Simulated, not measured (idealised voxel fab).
process module | voxel ribs on slabs
cross-section cut | 250 nm wide | cells 5 nm
A cross-section is a grid of square cells, given in bands from the top down. A band is one or more rows of cells.
Each band's line starts with the height of the band's top and of its bottom, in nm. Then come its materials from left to right, each with its width in nm. One material with "throughout" fills the band from edge to edge. "air" is empty space.
Height 0 is the level under which the wafer as received is all one material. The lowest band goes on downwards, as in "0 down".
A width such as "30 to 40" changes by the same amount from each row of cells to the next, from the band's top row to its bottom row.
"no change" after a step means that no cell of the cross-section changed.
closed voids: empty space of 8 cells or more with no open way to the top, each as width x height at its distance from the left edge, in nm
after a step's settings: what the simulator itself notes on the step
overlay nm, on a step with a mask: how far to the right of its planned place the mask lay; to the left if negative
plan
1 op RECEIVE | material Si
2 op DIRECTIONAL_DEP | material SiO2 | thk nm 30
3 op DIRECTIONAL_DEP | material polySi | thk nm 20
4 op PATTERN | tone cover | mask id RIB | material resist | width nm 30 | thk nm 15 | overlay nm 0
5 op DIRECTIONAL_ETCH | etch materials polySi | depth nm 5
6 op STRIP | etch materials resist
7 op PATTERN | tone cover | mask id SLAB | material resist | width nm 80 | thk nm 15 | overlay nm 0
8 op DIRECTIONAL_ETCH | etch materials polySi | depth nm 15
9 op STRIP | etch materials resist
10 op FILL_DEP | material SiO2 | thk nm 15
11 op CMP | height nm 60
12 op DIRECTIONAL_DEP | material W | thk nm 10
13 op PATTERN | tone cover | mask id HEATER | material resist | width nm 40 | thk nm 20 | overlay nm 0
14 op DIRECTIONAL_ETCH | etch materials W | depth nm 10
15 op STRIP | etch materials resist
16 op CONFORMAL_DEP | material SiO2 | thk nm 5
as received, after step 1
  0 down: Si throughout
  closed voids: none
a wafer at the end: this start, this plan, one mistake
  75 to 70: air 100 | SiO2 50 | air 100
  70 to 65: air 100 | SiO2 5 | W 40 | SiO2 5 | air 100
  65 to 60: SiO2 105 | W 40 | SiO2 105
  60 to 45: SiO2 throughout
  45 to 35: polySi 85 | SiO2 80 | polySi 85
  35 to 30: polySi 85 | SiO2 25 | polySi 30 | SiO2 25 | polySi 85
  30 to 0: SiO2 throughout
  0 down: Si throughout
  closed voids: none
what went wrong: step 7 ran as: op PATTERN | tone open | mask id SLAB | material resist | width nm 80 | thk nm 15 | overlay nm 0
